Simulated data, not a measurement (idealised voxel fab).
voxel wiring stack: a process module
Displayed cross-section: cut, width of 195 nm, square cells sized 5 nm.
Cross-section = grid of square cells, listed top down in bands; band = one or more rows. Within each band entry, the heights of the top and of the bottom of the band appear first, in that order and in nm; the materials of the band then follow from left to right, each with its corresponding width in nm. The designation "throughout" on a single material indicates that it fills the band from edge to edge; the designation "blank" indicates empty space. Height datum 0, below which the as-received substrate wafer is one material. Lowest band open at the bottom, running downward: "0 down". Note: "30..40" means the width goes from the first number (top row of the band) to the second number (bottom row) in equal steps per row of cells. "remained the same" means the step left every cell of the cross-section as it was. Closed-off voids of 8+ cells (no open route to the top) go in "Enclosed void list", written width x height at distance from the left edge, in nm. That trailing text on a step's line, after the settings, is the simulator's own remark on the step. A step's line can hold "overlay nm"; with a mask on that step, the setting says how far right of the planned place the mask lay, while a negative setting says it lay to the left.

## Here's what the planned process steps look like
1,RECEIVE [material Si]
2,CONFORMAL_DEP [material SiO2] [thk nm 15]
3,CONFORMAL_DEP [material SiN] [thk nm 5]
4,DIRECTIONAL_DEP [material lowk] [thk nm 15]
5,PATTERN [tone open] [mask id METAL_1] [material resist] [width nm 30] [pitch nm 45] [thk nm 15] [overlay nm 0]
6,DIRECTIONAL_ETCH [etch materials lowk] [depth nm 15]
7,DIRECTIONAL_ETCH [etch materials SiN] [depth nm 5]
8,STRIP [etch materials resist]
9,CONFORMAL_DEP [material TiN] [thk nm 5]
10,FILL_DEP [material Cu] [thk nm 10]
11,CMP [height nm 35]
12,EPI [material Ru] [thk nm 5]
13,FILL_DEP [material SiCN] [thk nm 5]
14,DIRECTIONAL_DEP [material lowk] [thk nm 15]
15,PATTERN [tone open] [mask id PLUG_1] [material resist] [width nm 15] [pitch nm 45] [thk nm 15] [overlay nm 0]
16,DIRECTIONAL_ETCH [etch materials lowk] [depth nm 15]
17,DIRECTIONAL_ETCH [etch materials SiCN] [depth nm 5]
18,STRIP [etch materials resist]
19,EPI [material Ru] [thk nm 10]
20,EPI [material Ru] [thk nm 10]
21,DIRECTIONAL_DEP [material TiN] [thk nm 5]
22,DIRECTIONAL_DEP [material Ru] [thk nm 20]
23,MASKED_ETCH [tone cover] [mask id METAL_2] [width nm 30] [pitch nm 45] [etch materials Ru] [depth nm 20] [overlay nm 0]
24,MASKED_ETCH [tone cover] [mask id METAL_2] [width nm 30] [pitch nm 45] [etch materials TiN] [depth nm 5] [overlay nm 0]
25,FILL_DEP [material SiO2] [thk nm 5]
26,CMP [height nm 85]
27,CONFORMAL_DEP [material SiCN] [thk nm 5]
28,DIRECTIONAL_DEP [material SiO2] [thk nm 30]
29,PATTERN [tone open] [mask id METAL_3] [material resist] [width nm 30] [pitch nm 45] [thk nm 15] [overlay nm 0]
30,DIRECTIONAL_ETCH [etch materials SiO2] [depth nm 20]
31,STRIP [etch materials resist]
32,PATTERN [tone open] [mask id METAL_3_HOLES] [material resist] [width nm 15] [pitch nm 90] [thk nm 15] [overlay nm 0]
33,DIRECTIONAL_ETCH [etch materials SiO2] [depth nm 10]
34,DIRECTIONAL_ETCH [etch materials SiCN] [depth nm 5]
35,STRIP [etch materials resist]
36,CONFORMAL_DEP [material TiN] [thk nm 5]
37,FILL_DEP [material Cu] [thk nm 10]
38,CMP [height nm 120]
39,CONFORMAL_DEP [material SiCN] [thk nm 5]

## First out of two wafers; run went to plan

## As-received wafer cross-section (after step 1)
* 0 down  Si throughout
* Enclosed void list: none

## Step 2 done - wafer cross-section
* 15 to 0  SiO2 throughout
* Below a height of 0, the structure has not been altered.

## Step 3 done - wafer cross-section
* 20 to 15  SiN throughout
* Below a height of 15, the structure has not been altered.

## Step 4 done - wafer cross-section
* 35 to 20  lowk throughout
* Below a height of 20, the structure has not been altered.

## Step 5 done - wafer cross-section
* 50 to 35  15 of resist, 30 of blank, 15 of resist, 30 of blank, 15 of resist, 30 of blank, 15 of resist, 30 of blank, 15 of resist
* Below a height of 35, the structure has not been altered.

## Step 6 done - wafer cross-section
* 50 to 35  15 of resist, 30 of blank, 15 of resist, 30 of blank, 15 of resist, 30 of blank, 15 of resist, 30 of blank, 15 of resist
* 35 to 20  15 of lowk, 30 of blank, 15 of lowk, 30 of blank, 15 of lowk, 30 of blank, 15 of lowk, 30 of blank, 15 of lowk
* Below a height of 20, the structure has not been altered.

## Step 7 done - wafer cross-section
* 50 to 35  15 of resist, 30 of blank, 15 of resist, 30 of blank, 15 of resist, 30 of blank, 15 of resist, 30 of blank, 15 of resist
* 35 to 20  15 of lowk, 30 of blank, 15 of lowk, 30 of blank, 15 of lowk, 30 of blank, 15 of lowk, 30 of blank, 15 of lowk
* 20 to 15  15 of SiN, 30 of blank, 15 of SiN, 30 of blank, 15 of SiN, 30 of blank, 15 of SiN, 30 of blank, 15 of SiN
* Below a height of 15, the structure has not been altered.

## Step 8 done - wafer cross-section
* 35 to 20  15 of lowk, 30 of blank, 15 of lowk, 30 of blank, 15 of lowk, 30 of blank, 15 of lowk, 30 of blank, 15 of lowk
* Below a height of 20, the structure has not been altered.

## Step 9 done - wafer cross-section
* 40 to 35  20 of TiN, 20 of blank, 25 of TiN, 20 of blank, 25 of TiN, 20 of blank, 25 of TiN, 20 of blank, 20 of TiN
* 35 to 20  15 of lowk, 5 of TiN, 20 of blank, 5 of TiN, 15 of lowk, 5 of TiN, 20 of blank, 5 of TiN, 15 of lowk, 5 of TiN, 20 of blank, 5 of TiN, 15 of lowk, 5 of TiN, 20 of blank, 5 of TiN, 15 of lowk
* 20 to 15  15 of SiN, 30 of TiN, 15 of SiN, 30 of TiN, 15 of SiN, 30 of TiN, 15 of SiN, 30 of TiN, 15 of SiN
* Below a height of 15, the structure has not been altered.

## Step 10 done - wafer cross-section
* 50 to 40  Cu throughout
* 40 to 35  20 of TiN, 20 of Cu, 25 of TiN, 20 of Cu, 25 of TiN, 20 of Cu, 25 of TiN, 20 of Cu, 20 of TiN
* 35 to 20  15 of lowk, 5 of TiN, 20 of Cu, 5 of TiN, 15 of lowk, 5 of TiN, 20 of Cu, 5 of TiN, 15 of lowk, 5 of TiN, 20 of Cu, 5 of TiN, 15 of lowk, 5 of TiN, 20 of Cu, 5 of TiN, 15 of lowk
* Below a height of 20, the structure has not been altered.

## Step 11 done - wafer cross-section
* 35 to 20  15 of lowk, 5 of TiN, 20 of Cu, 5 of TiN, 15 of lowk, 5 of TiN, 20 of Cu, 5 of TiN, 15 of lowk, 5 of TiN, 20 of Cu, 5 of TiN, 15 of lowk, 5 of TiN, 20 of Cu, 5 of TiN, 15 of lowk
* Below a height of 20, the structure has not been altered.

## Step 12 done - wafer cross-section
* 40 to 35  10 of blank, 40 of Ru, 5 of blank, 40 of Ru, 5 of blank, 40 of Ru, 5 of blank, 40 of Ru, 10 of blank
* Below a height of 35, the structure has not been altered.

## Step 13 done - wafer cross-section
* 45 to 40  SiCN throughout
* 40 to 35  10 of SiCN, 40 of Ru, 5 of SiCN, 40 of Ru, 5 of SiCN, 40 of Ru, 5 of SiCN, 40 of Ru, 10 of SiCN
* Below a height of 35, the structure has not been altered.

## Step 14 done - wafer cross-section
* 60 to 45  lowk throughout
* Below a height of 45, the structure has not been altered.

## Step 15 done - wafer cross-section
* 75 to 60  15 of resist, 15 of blank, 30 of resist, 15 of blank, 30 of resist, 15 of blank, 30 of resist, 15 of blank, 30 of resist
* Below a height of 60, the structure has not been altered.

## Step 16 done - wafer cross-section
* 75 to 60  15 of resist, 15 of blank, 30 of resist, 15 of blank, 30 of resist, 15 of blank, 30 of resist, 15 of blank, 30 of resist
* 60 to 45  15 of lowk, 15 of blank, 30 of lowk, 15 of blank, 30 of lowk, 15 of blank, 30 of lowk, 15 of blank, 30 of lowk
* Below a height of 45, the structure has not been altered.

## Step 17 done - wafer cross-section
* 75 to 60  15 of resist, 15 of blank, 30 of resist, 15 of blank, 30 of resist, 15 of blank, 30 of resist, 15 of blank, 30 of resist
* 60 to 45  15 of lowk, 15 of blank, 30 of lowk, 15 of blank, 30 of lowk, 15 of blank, 30 of lowk, 15 of blank, 30 of lowk
* 45 to 40  15 of SiCN, 15 of blank, 30 of SiCN, 15 of blank, 30 of SiCN, 15 of blank, 30 of SiCN, 15 of blank, 30 of SiCN
* Below a height of 40, the structure has not been altered.

## Step 18 done - wafer cross-section
* 60 to 45  15 of lowk, 15 of blank, 30 of lowk, 15 of blank, 30 of lowk, 15 of blank, 30 of lowk, 15 of blank, 30 of lowk
* Below a height of 45, the structure has not been altered.

## Step 19 done - wafer cross-section
* 60 to 50  15 of lowk, 15 of blank, 30 of lowk, 15 of blank, 30 of lowk, 15 of blank, 30 of lowk, 15 of blank, 30 of lowk
* 50 to 45  15 of lowk, 15 of Ru, 30 of lowk, 15 of Ru, 30 of lowk, 15 of Ru, 30 of lowk, 15 of Ru, 30 of lowk
* 45 to 35  15..10 of SiCN, 15..40 of Ru, 30..5 of SiCN, 15..40 of Ru, 30..5 of SiCN, 15..40 of Ru, 30..5 of SiCN, 15..40 of Ru, 30..10 of SiCN
* Below a height of 35, the structure has not been altered.

## Step 20 done - wafer cross-section
* 60 to 45  15 of lowk, 15 of Ru, 30 of lowk, 15 of Ru, 30 of lowk, 15 of Ru, 30 of lowk, 15 of Ru, 30 of lowk
* Below a height of 45, the structure has not been altered.

## Step 21 done - wafer cross-section
* 65 to 60  TiN throughout
* Below a height of 60, the structure has not been altered.

## Step 22 done - wafer cross-section
* 85 to 65  Ru throughout
* Below a height of 65, the structure has not been altered.

## Step 23 done - wafer cross-section
* 85 to 65  15 of blank, 30 of Ru, 15 of blank, 30 of Ru, 15 of blank, 30 of Ru, 15 of blank, 30 of Ru, 15 of blank
* Below a height of 65, the structure has not been altered.

## Step 24 done - wafer cross-section
* 85 to 65  15 of blank, 30 of Ru, 15 of blank, 30 of Ru, 15 of blank, 30 of Ru, 15 of blank, 30 of Ru, 15 of blank
* 65 to 60  15 of blank, 30 of TiN, 15 of blank, 30 of TiN, 15 of blank, 30 of TiN, 15 of blank, 30 of TiN, 15 of blank
* Below a height of 60, the structure has not been altered.

## Step 25 done - wafer cross-section
* 90 to 85  SiO2 throughout
* 85 to 65  15 of SiO2, 30 of Ru, 15 of SiO2, 30 of Ru, 15 of SiO2, 30 of Ru, 15 of SiO2, 30 of Ru, 15 of SiO2
* 65 to 60  15 of SiO2, 30 of TiN, 15 of SiO2, 30 of TiN, 15 of SiO2, 30 of TiN, 15 of SiO2, 30 of TiN, 15 of SiO2
* Below a height of 60, the structure has not been altered.

## Step 26 done - wafer cross-section
* 85 to 65  15 of SiO2, 30 of Ru, 15 of SiO2, 30 of Ru, 15 of SiO2, 30 of Ru, 15 of SiO2, 30 of Ru, 15 of SiO2
* Below a height of 65, the structure has not been altered.

## Step 27 done - wafer cross-section
* 90 to 85  SiCN throughout
* Below a height of 85, the structure has not been altered.

## Step 28 done - wafer cross-section
* 120 to 90  SiO2 throughout
* Below a height of 90, the structure has not been altered.

## Step 29 done - wafer cross-section
* 135 to 120  15 of resist, 30 of blank, 15 of resist, 30 of blank, 15 of resist, 30 of blank, 15 of resist, 30 of blank, 15 of resist
* Below a height of 120, the structure has not been altered.

## Step 30 done - wafer cross-section
* 135 to 120  15 of resist, 30 of blank, 15 of resist, 30 of blank, 15 of resist, 30 of blank, 15 of resist, 30 of blank, 15 of resist
* 120 to 100  15 of SiO2, 30 of blank, 15 of SiO2, 30 of blank, 15 of SiO2, 30 of blank, 15 of SiO2, 30 of blank, 15 of SiO2
* Below a height of 100, the structure has not been altered.

## Step 31 done - wafer cross-section
* 120 to 100  15 of SiO2, 30 of blank, 15 of SiO2, 30 of blank, 15 of SiO2, 30 of blank, 15 of SiO2, 30 of blank, 15 of SiO2
* Below a height of 100, the structure has not been altered.

## Step 32 done - wafer cross-section
* 135 to 120  15 of resist, 15 of blank, 75 of resist, 15 of blank, 75 of resist
* 120 to 100  15 of SiO2, 15 of blank, 15 of resist, 15 of SiO2, 30 of resist, 15 of SiO2, 15 of blank, 15 of resist, 15 of SiO2, 30 of resist, 15 of SiO2
* Below a height of 100, the structure has not been altered.

## Step 33 done - wafer cross-section
* 135 to 120  15 of resist, 15 of blank, 75 of resist, 15 of blank, 75 of resist
* 120 to 100  15 of SiO2, 15 of blank, 15 of resist, 15 of SiO2, 30 of resist, 15 of SiO2, 15 of blank, 15 of resist, 15 of SiO2, 30 of resist, 15 of SiO2
* 100 to 90  15 of SiO2, 15 of blank, 75 of SiO2, 15 of blank, 75 of SiO2
* Below a height of 90, the structure has not been altered.

## Step 34 done - wafer cross-section
* 135 to 120  15 of resist, 15 of blank, 75 of resist, 15 of blank, 75 of resist
* 120 to 100  15 of SiO2, 15 of blank, 15 of resist, 15 of SiO2, 30 of resist, 15 of SiO2, 15 of blank, 15 of resist, 15 of SiO2, 30 of resist, 15 of SiO2
* 100 to 90  15 of SiO2, 15 of blank, 75 of SiO2, 15 of blank, 75 of SiO2
* 90 to 85  15 of SiCN, 15 of blank, 75 of SiCN, 15 of blank, 75 of SiCN
* Below a height of 85, the structure has not been altered.

## Step 35 done - wafer cross-section
* 120 to 100  15 of SiO2, 30 of blank, 15 of SiO2, 30 of blank, 15 of SiO2, 30 of blank, 15 of SiO2, 30 of blank, 15 of SiO2
* Below a height of 100, the structure has not been altered.

## Step 36 done - wafer cross-section
* 125 to 120  20 of TiN, 20 of blank, 25 of TiN, 20 of blank, 25 of TiN, 20 of blank, 25 of TiN, 20 of blank, 20 of TiN
* 120 to 105  15 of SiO2, 5 of TiN, 20 of blank, 5 of TiN, 15 of SiO2, 5 of TiN, 20 of blank, 5 of TiN, 15 of SiO2, 5 of TiN, 20 of blank, 5 of TiN, 15 of SiO2, 5 of TiN, 20 of blank, 5 of TiN, 15 of SiO2
* 105 to 100  15 of SiO2, 5 of TiN, 5 of blank, 20 of TiN, 15 of SiO2, 30 of TiN, 15 of SiO2, 5 of TiN, 5 of blank, 20 of TiN, 15 of SiO2, 30 of TiN, 15 of SiO2
* 100 to 90  15 of SiO2, 5 of TiN, 5 of blank, 5 of TiN, 75 of SiO2, 5 of TiN, 5 of blank, 5 of TiN, 75 of SiO2
* 90 to 85  15 of SiCN, 15 of TiN, 75 of SiCN, 15 of TiN, 75 of SiCN
* Below a height of 85, the structure has not been altered.

## Step 37 done - wafer cross-section
* 135 to 125  Cu throughout
* 125 to 120  20 of TiN, 20 of Cu, 25 of TiN, 20 of Cu, 25 of TiN, 20 of Cu, 25 of TiN, 20 of Cu, 20 of TiN
* 120 to 105  15 of SiO2, 5 of TiN, 20 of Cu, 5 of TiN, 15 of SiO2, 5 of TiN, 20 of Cu, 5 of TiN, 15 of SiO2, 5 of TiN, 20 of Cu, 5 of TiN, 15 of SiO2, 5 of TiN, 20 of Cu, 5 of TiN, 15 of SiO2
* 105 to 100  15 of SiO2, 5 of TiN, 5 of Cu, 20 of TiN, 15 of SiO2, 30 of TiN, 15 of SiO2, 5 of TiN, 5 of Cu, 20 of TiN, 15 of SiO2, 30 of TiN, 15 of SiO2
* 100 to 90  15 of SiO2, 5 of TiN, 5 of Cu, 5 of TiN, 75 of SiO2, 5 of TiN, 5 of Cu, 5 of TiN, 75 of SiO2
* Below a height of 90, the structure has not been altered.

## Step 38 done - wafer cross-section
* 120 to 105  15 of SiO2, 5 of TiN, 20 of Cu, 5 of TiN, 15 of SiO2, 5 of TiN, 20 of Cu, 5 of TiN, 15 of SiO2, 5 of TiN, 20 of Cu, 5 of TiN, 15 of SiO2, 5 of TiN, 20 of Cu, 5 of TiN, 15 of SiO2
* Below a height of 105, the structure has not been altered.

## Step 39 done - wafer cross-section
* 125 to 120  SiCN throughout
* Below a height of 120, the structure has not been altered.

## Here the second wafer is described. Its start and its plan were those of the first wafer. Its run contained one mistake. Up to and including step 2, it did exactly what the first wafer did

At the planned end of step 3, the second wafer in cross-section: remained the same

## At the planned end of step 4, the second wafer in cross-section
* 30 to 15  lowk throughout
* Below a height of 15, the structure has not been altered.

## At the planned end of step 5, the second wafer in cross-section
* 45 to 30  15 of resist, 30 of blank, 15 of resist, 30 of blank, 15 of resist, 30 of blank, 15 of resist, 30 of blank, 15 of resist
* Below a height of 30, the structure has not been altered.

## At the planned end of step 6, the second wafer in cross-section
* 45 to 30  15 of resist, 30 of blank, 15 of resist, 30 of blank, 15 of resist, 30 of blank, 15 of resist, 30 of blank, 15 of resist
* 30 to 15  15 of lowk, 30 of blank, 15 of lowk, 30 of blank, 15 of lowk, 30 of blank, 15 of lowk, 30 of blank, 15 of lowk
* Below a height of 15, the structure has not been altered.

At the planned end of step 7, the second wafer in cross-section: remained the same

## At the planned end of step 8, the second wafer in cross-section
* 30 to 15  15 of lowk, 30 of blank, 15 of lowk, 30 of blank, 15 of lowk, 30 of blank, 15 of lowk, 30 of blank, 15 of lowk
* Below a height of 15, the structure has not been altered.

## At the planned end of step 9, the second wafer in cross-section
* 35 to 30  20 of TiN, 20 of blank, 25 of TiN, 20 of blank, 25 of TiN, 20 of blank, 25 of TiN, 20 of blank, 20 of TiN
* 30 to 20  15 of lowk, 5 of TiN, 20 of blank, 5 of TiN, 15 of lowk, 5 of TiN, 20 of blank, 5 of TiN, 15 of lowk, 5 of TiN, 20 of blank, 5 of TiN, 15 of lowk, 5 of TiN, 20 of blank, 5 of TiN, 15 of lowk
* 20 to 15  15 of lowk, 30 of TiN, 15 of lowk, 30 of TiN, 15 of lowk, 30 of TiN, 15 of lowk, 30 of TiN, 15 of lowk
* Below a height of 15, the structure has not been altered.

## At the planned end of step 10, the second wafer in cross-section
* 45 to 35  Cu throughout
* 35 to 30  20 of TiN, 20 of Cu, 25 of TiN, 20 of Cu, 25 of TiN, 20 of Cu, 25 of TiN, 20 of Cu, 20 of TiN
* 30 to 20  15 of lowk, 5 of TiN, 20 of Cu, 5 of TiN, 15 of lowk, 5 of TiN, 20 of Cu, 5 of TiN, 15 of lowk, 5 of TiN, 20 of Cu, 5 of TiN, 15 of lowk, 5 of TiN, 20 of Cu, 5 of TiN, 15 of lowk
* Below a height of 20, the structure has not been altered.

## At the planned end of step 11, the second wafer in cross-section
* 35 to 30  20 of TiN, 20 of Cu, 25 of TiN, 20 of Cu, 25 of TiN, 20 of Cu, 25 of TiN, 20 of Cu, 20 of TiN
* Below a height of 30, the structure has not been altered.

## At the planned end of step 12, the second wafer in cross-section
* 40 to 35  Ru throughout
* Below a height of 35, the structure has not been altered.

## At the planned end of step 13, the second wafer in cross-section
* 45 to 40  SiCN throughout
* Below a height of 40, the structure has not been altered.

## At the planned end of step 14, the second wafer in cross-section
* 60 to 45  lowk throughout
* Below a height of 45, the structure has not been altered.

## At the planned end of step 15, the second wafer in cross-section
* 75 to 60  15 of resist, 15 of blank, 30 of resist, 15 of blank, 30 of resist, 15 of blank, 30 of resist, 15 of blank, 30 of resist
* Below a height of 60, the structure has not been altered.

## At the planned end of step 16, the second wafer in cross-section
* 75 to 60  15 of resist, 15 of blank, 30 of resist, 15 of blank, 30 of resist, 15 of blank, 30 of resist, 15 of blank, 30 of resist
* 60 to 45  15 of lowk, 15 of blank, 30 of lowk, 15 of blank, 30 of lowk, 15 of blank, 30 of lowk, 15 of blank, 30 of lowk
* Below a height of 45, the structure has not been altered.

## At the planned end of step 17, the second wafer in cross-section
* 75 to 60  15 of resist, 15 of blank, 30 of resist, 15 of blank, 30 of resist, 15 of blank, 30 of resist, 15 of blank, 30 of resist
* 60 to 45  15 of lowk, 15 of blank, 30 of lowk, 15 of blank, 30 of lowk, 15 of blank, 30 of lowk, 15 of blank, 30 of lowk
* 45 to 40  15 of SiCN, 15 of blank, 30 of SiCN, 15 of blank, 30 of SiCN, 15 of blank, 30 of SiCN, 15 of blank, 30 of SiCN
* Below a height of 40, the structure has not been altered.

## At the planned end of step 18, the second wafer in cross-section
* 60 to 45  15 of lowk, 15 of blank, 30 of lowk, 15 of blank, 30 of lowk, 15 of blank, 30 of lowk, 15 of blank, 30 of lowk
* Below a height of 45, the structure has not been altered.

## At the planned end of step 19, the second wafer in cross-section
* 60 to 50  15 of lowk, 15 of blank, 30 of lowk, 15 of blank, 30 of lowk, 15 of blank, 30 of lowk, 15 of blank, 30 of lowk
* 50 to 45  15 of lowk, 15 of Ru, 30 of lowk, 15 of Ru, 30 of lowk, 15 of Ru, 30 of lowk, 15 of Ru, 30 of lowk
* 45 to 40  15 of SiCN, 15 of Ru, 30 of SiCN, 15 of Ru, 30 of SiCN, 15 of Ru, 30 of SiCN, 15 of Ru, 30 of SiCN
* Below a height of 40, the structure has not been altered.

## At the planned end of step 20, the second wafer in cross-section
* 60 to 45  15 of lowk, 15 of Ru, 30 of lowk, 15 of Ru, 30 of lowk, 15 of Ru, 30 of lowk, 15 of Ru, 30 of lowk
* Below a height of 45, the structure has not been altered.

## At the planned end of step 21, the second wafer in cross-section
* 65 to 60  TiN throughout
* Below a height of 60, the structure has not been altered.

## At the planned end of step 22, the second wafer in cross-section
* 85 to 65  Ru throughout
* Below a height of 65, the structure has not been altered.

## At the planned end of step 23, the second wafer in cross-section
* 85 to 65  15 of blank, 30 of Ru, 15 of blank, 30 of Ru, 15 of blank, 30 of Ru, 15 of blank, 30 of Ru, 15 of blank
* Below a height of 65, the structure has not been altered.

## At the planned end of step 24, the second wafer in cross-section
* 85 to 65  15 of blank, 30 of Ru, 15 of blank, 30 of Ru, 15 of blank, 30 of Ru, 15 of blank, 30 of Ru, 15 of blank
* 65 to 60  15 of blank, 30 of TiN, 15 of blank, 30 of TiN, 15 of blank, 30 of TiN, 15 of blank, 30 of TiN, 15 of blank
* Below a height of 60, the structure has not been altered.

## At the planned end of step 25, the second wafer in cross-section
* 90 to 85  SiO2 throughout
* 85 to 65  15 of SiO2, 30 of Ru, 15 of SiO2, 30 of Ru, 15 of SiO2, 30 of Ru, 15 of SiO2, 30 of Ru, 15 of SiO2
* 65 to 60  15 of SiO2, 30 of TiN, 15 of SiO2, 30 of TiN, 15 of SiO2, 30 of TiN, 15 of SiO2, 30 of TiN, 15 of SiO2
* Below a height of 60, the structure has not been altered.

## At the planned end of step 26, the second wafer in cross-section
* 85 to 65  15 of SiO2, 30 of Ru, 15 of SiO2, 30 of Ru, 15 of SiO2, 30 of Ru, 15 of SiO2, 30 of Ru, 15 of SiO2
* Below a height of 65, the structure has not been altered.

## At the planned end of step 27, the second wafer in cross-section
* 90 to 85  SiCN throughout
* Below a height of 85, the structure has not been altered.

## At the planned end of step 28, the second wafer in cross-section
* 120 to 90  SiO2 throughout
* Below a height of 90, the structure has not been altered.

## At the planned end of step 29, the second wafer in cross-section
* 135 to 120  15 of resist, 30 of blank, 15 of resist, 30 of blank, 15 of resist, 30 of blank, 15 of resist, 30 of blank, 15 of resist
* Below a height of 120, the structure has not been altered.

## At the planned end of step 30, the second wafer in cross-section
* 135 to 120  15 of resist, 30 of blank, 15 of resist, 30 of blank, 15 of resist, 30 of blank, 15 of resist, 30 of blank, 15 of resist
* 120 to 100  15 of SiO2, 30 of blank, 15 of SiO2, 30 of blank, 15 of SiO2, 30 of blank, 15 of SiO2, 30 of blank, 15 of SiO2
* Below a height of 100, the structure has not been altered.

## At the planned end of step 31, the second wafer in cross-section
* 120 to 100  15 of SiO2, 30 of blank, 15 of SiO2, 30 of blank, 15 of SiO2, 30 of blank, 15 of SiO2, 30 of blank, 15 of SiO2
* Below a height of 100, the structure has not been altered.

## At the planned end of step 32, the second wafer in cross-section
* 135 to 120  15 of resist, 15 of blank, 75 of resist, 15 of blank, 75 of resist
* 120 to 100  15 of SiO2, 15 of blank, 15 of resist, 15 of SiO2, 30 of resist, 15 of SiO2, 15 of blank, 15 of resist, 15 of SiO2, 30 of resist, 15 of SiO2
* Below a height of 100, the structure has not been altered.

## At the planned end of step 33, the second wafer in cross-section
* 135 to 120  15 of resist, 15 of blank, 75 of resist, 15 of blank, 75 of resist
* 120 to 100  15 of SiO2, 15 of blank, 15 of resist, 15 of SiO2, 30 of resist, 15 of SiO2, 15 of blank, 15 of resist, 15 of SiO2, 30 of resist, 15 of SiO2
* 100 to 90  15 of SiO2, 15 of blank, 75 of SiO2, 15 of blank, 75 of SiO2
* Below a height of 90, the structure has not been altered.

## At the planned end of step 34, the second wafer in cross-section
* 135 to 120  15 of resist, 15 of blank, 75 of resist, 15 of blank, 75 of resist
* 120 to 100  15 of SiO2, 15 of blank, 15 of resist, 15 of SiO2, 30 of resist, 15 of SiO2, 15 of blank, 15 of resist, 15 of SiO2, 30 of resist, 15 of SiO2
* 100 to 90  15 of SiO2, 15 of blank, 75 of SiO2, 15 of blank, 75 of SiO2
* 90 to 85  15 of SiCN, 15 of blank, 75 of SiCN, 15 of blank, 75 of SiCN
* Below a height of 85, the structure has not been altered.

## At the planned end of step 35, the second wafer in cross-section
* 120 to 100  15 of SiO2, 30 of blank, 15 of SiO2, 30 of blank, 15 of SiO2, 30 of blank, 15 of SiO2, 30 of blank, 15 of SiO2
* Below a height of 100, the structure has not been altered.

## At the planned end of step 36, the second wafer in cross-section
* 125 to 120  20 of TiN, 20 of blank, 25 of TiN, 20 of blank, 25 of TiN, 20 of blank, 25 of TiN, 20 of blank, 20 of TiN
* 120 to 105  15 of SiO2, 5 of TiN, 20 of blank, 5 of TiN, 15 of SiO2, 5 of TiN, 20 of blank, 5 of TiN, 15 of SiO2, 5 of TiN, 20 of blank, 5 of TiN, 15 of SiO2, 5 of TiN, 20 of blank, 5 of TiN, 15 of SiO2
* 105 to 100  15 of SiO2, 5 of TiN, 5 of blank, 20 of TiN, 15 of SiO2, 30 of TiN, 15 of SiO2, 5 of TiN, 5 of blank, 20 of TiN, 15 of SiO2, 30 of TiN, 15 of SiO2
* 100 to 90  15 of SiO2, 5 of TiN, 5 of blank, 5 of TiN, 75 of SiO2, 5 of TiN, 5 of blank, 5 of TiN, 75 of SiO2
* 90 to 85  15 of SiCN, 15 of TiN, 75 of SiCN, 15 of TiN, 75 of SiCN
* Below a height of 85, the structure has not been altered.

## At the planned end of step 37, the second wafer in cross-section
* 135 to 125  Cu throughout
* 125 to 120  20 of TiN, 20 of Cu, 25 of TiN, 20 of Cu, 25 of TiN, 20 of Cu, 25 of TiN, 20 of Cu, 20 of TiN
* 120 to 105  15 of SiO2, 5 of TiN, 20 of Cu, 5 of TiN, 15 of SiO2, 5 of TiN, 20 of Cu, 5 of TiN, 15 of SiO2, 5 of TiN, 20 of Cu, 5 of TiN, 15 of SiO2, 5 of TiN, 20 of Cu, 5 of TiN, 15 of SiO2
* 105 to 100  15 of SiO2, 5 of TiN, 5 of Cu, 20 of TiN, 15 of SiO2, 30 of TiN, 15 of SiO2, 5 of TiN, 5 of Cu, 20 of TiN, 15 of SiO2, 30 of TiN, 15 of SiO2
* 100 to 90  15 of SiO2, 5 of TiN, 5 of Cu, 5 of TiN, 75 of SiO2, 5 of TiN, 5 of Cu, 5 of TiN, 75 of SiO2
* Below a height of 90, the structure has not been altered.

## At the planned end of step 38, the second wafer in cross-section
* 120 to 105  15 of SiO2, 5 of TiN, 20 of Cu, 5 of TiN, 15 of SiO2, 5 of TiN, 20 of Cu, 5 of TiN, 15 of SiO2, 5 of TiN, 20 of Cu, 5 of TiN, 15 of SiO2, 5 of TiN, 20 of Cu, 5 of TiN, 15 of SiO2
* Below a height of 105, the structure has not been altered.

## At the planned end of step 39, the second wafer in cross-section
* 125 to 120  SiCN throughout
* Below a height of 120, the structure has not been altered.
It is concluded that the wafer was processed incorrectly with respect to the plan, in that step 3 of the plan was omitted and not executed
The second wafer ends with more or fewer cells of some materials than the first, per final count: 7 more of Ru, 7 fewer of SiCN, 15 fewer of SiN, 15 more of TiN
